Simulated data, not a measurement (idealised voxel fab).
voxel wiring stack: a process module
The cross-section on display is named cut; it measures 230 nm wide, and its cells are 5 nm squares.
Bands, listed from the top down, are how a cross-section gets written in this document; the cross-section itself is a grid of square cells, and a band is one or more rows of them.
Top height, bottom height, nm. Materials left to right, width each, nm. Single material + "everywhere" = fills band edge to edge. "air" = empty.
Where do heights start? At 0: under that level the wafer as delivered is made of one material only. And the lowest band has no floor; it just carries on downward, as in "0 -> down".
Top row gets the first number, bottom row gets the second, and each row in between changes by the same step: that is how a band width like "30 to 40" works.
It should be understood that the words "identical to before", when stated for a given step, signify that the cross-section underwent no change in any of its cells during that step.
If an empty space has no open way to the top and is at least 8 cells in size, "Closed-off voids" lists it, written width x height at distance, where distance is measured from the left edge and every value is in nm.
Whatever follows a step's settings on its line is a remark the simulator itself makes about that step.
Among the settings permitted on a step's line is "overlay nm"; applied to a step with a mask, it specifies the extent to which the mask lay to the right of its planned position, whereas a negative figure signifies a position to the left.
This section lists the process steps that were planned
| 1 | RECEIVE: material Si |
| 2 | CONFORMAL_DEP: material SiO2, thk nm 10 |
| 3 | DIRECTIONAL_DEP: material TiN, thk nm 5 |
| 4 | DIRECTIONAL_DEP: material Ru, thk nm 25 |
| 5 | MASKED_ETCH: tone cover, mask id METAL_1, width nm 25, pitch nm 40, etch materials Ru, depth nm 25, overlay nm 0 |
| 6 | MASKED_ETCH: tone cover, mask id METAL_1, width nm 25, pitch nm 40, etch materials TiN, depth nm 5, overlay nm 0 |
| 7 | CONFORMAL_DEP: material SiN, thk nm 5 |
| 8 | FILL_DEP: material lowk, thk nm 10 |
| 9 | CMP: height nm 40 |
| 10 | CONFORMAL_DEP: material SiCN, thk nm 5 |
| 11 | DIRECTIONAL_DEP: material SiO2, thk nm 15 |
| 12 | DIRECTIONAL_DEP: material aC, thk nm 15 |
| 13 | PATTERN: tone open, mask id PLUG_1, material resist, width nm 15, pitch nm 80, thk nm 35, overlay nm 0 |
| 14 | DIRECTIONAL_ETCH: etch materials aC, depth nm 15 |
| 15 | STRIP: etch materials resist |
| 16 | DIRECTIONAL_ETCH: etch materials SiO2, depth nm 15 |
| 17 | DIRECTIONAL_ETCH: etch materials SiCN, depth nm 5 |
| 18 | STRIP: etch materials aC |
| 19 | CONFORMAL_DEP: material TiN, thk nm 5 |
| 20 | FILL_DEP: material Ru, thk nm 5 |
| 21 | CMP: height nm 60 |
| 22 | DIRECTIONAL_DEP: material TiN, thk nm 5 |
| 23 | DIRECTIONAL_DEP: material Ru, thk nm 20 |
| 24 | MASKED_ETCH: tone cover, mask id METAL_2, width nm 25, pitch nm 40, etch materials Ru, depth nm 20, overlay nm 0 |
| 25 | MASKED_ETCH: tone cover, mask id METAL_2, width nm 25, pitch nm 40, etch materials TiN, depth nm 5, overlay nm 0 |
| 26 | CONFORMAL_DEP: material SiN, thk nm 5 |
| 27 | FILL_DEP: material lowk, thk nm 10 |
| 28 | CMP: height nm 85 |
| 29 | CONFORMAL_DEP: material SiCN, thk nm 5 |
Cross-section of the wafer at receipt, which is the condition after step 1
	0 -> down: Si everywhere
	Closed-off voids: none
Final cross-section, module run with one mistake (start and plan as above)
	90 -> 85: SiCN everywhere
	85 -> 65: lowk: 35  SiN: 5  Ru: 25  SiN: 5  lowk: 5  SiN: 5  Ru: 25  SiN: 5  lowk: 5  SiN: 5  Ru: 25  SiN: 5  lowk: 5  SiN: 5  Ru: 25  SiN: 5  lowk: 40
	65 -> 60: SiN: 40  TiN: 25  SiN: 15  TiN: 25  SiN: 15  TiN: 25  SiN: 15  TiN: 25  SiN: 45
	60 -> 45: SiO2: 40  TiN: 5  Ru: 5  TiN: 5  SiO2: 65  TiN: 5  Ru: 5  TiN: 5  SiO2: 95
	45 -> 40: SiCN: 40  TiN: 15  SiCN: 65  TiN: 15  SiCN: 95
	40 -> 20: lowk: 40  SiN: 5  Ru: 15  SiN: 5  lowk: 15  SiN: 5  Ru: 15  SiN: 5  lowk: 15  SiN: 5  Ru: 15  SiN: 5  lowk: 15  SiN: 5  Ru: 15  SiN: 5  lowk: 45
	20 -> 15: lowk: 35  SiN: 10  Ru: 15  SiN: 10  lowk: 5  SiN: 10  Ru: 15  SiN: 10  lowk: 5  SiN: 10  Ru: 15  SiN: 10  lowk: 5  SiN: 10  Ru: 15  SiN: 10  lowk: 40
	15 -> 10: SiN: 40  TiN: 25  SiN: 15  TiN: 25  SiN: 15  TiN: 25  SiN: 15  TiN: 25  SiN: 45
	10 -> 0: SiO2 everywhere
	0 -> down: Si everywhere
	Closed-off voids: none
Deviation from plan: step 5: run off-plan, actual operation and settings MASKED_ETCH: tone cover, mask id METAL_1, width nm 15, pitch nm 40, etch materials Ru, depth nm 25, overlay nm 0
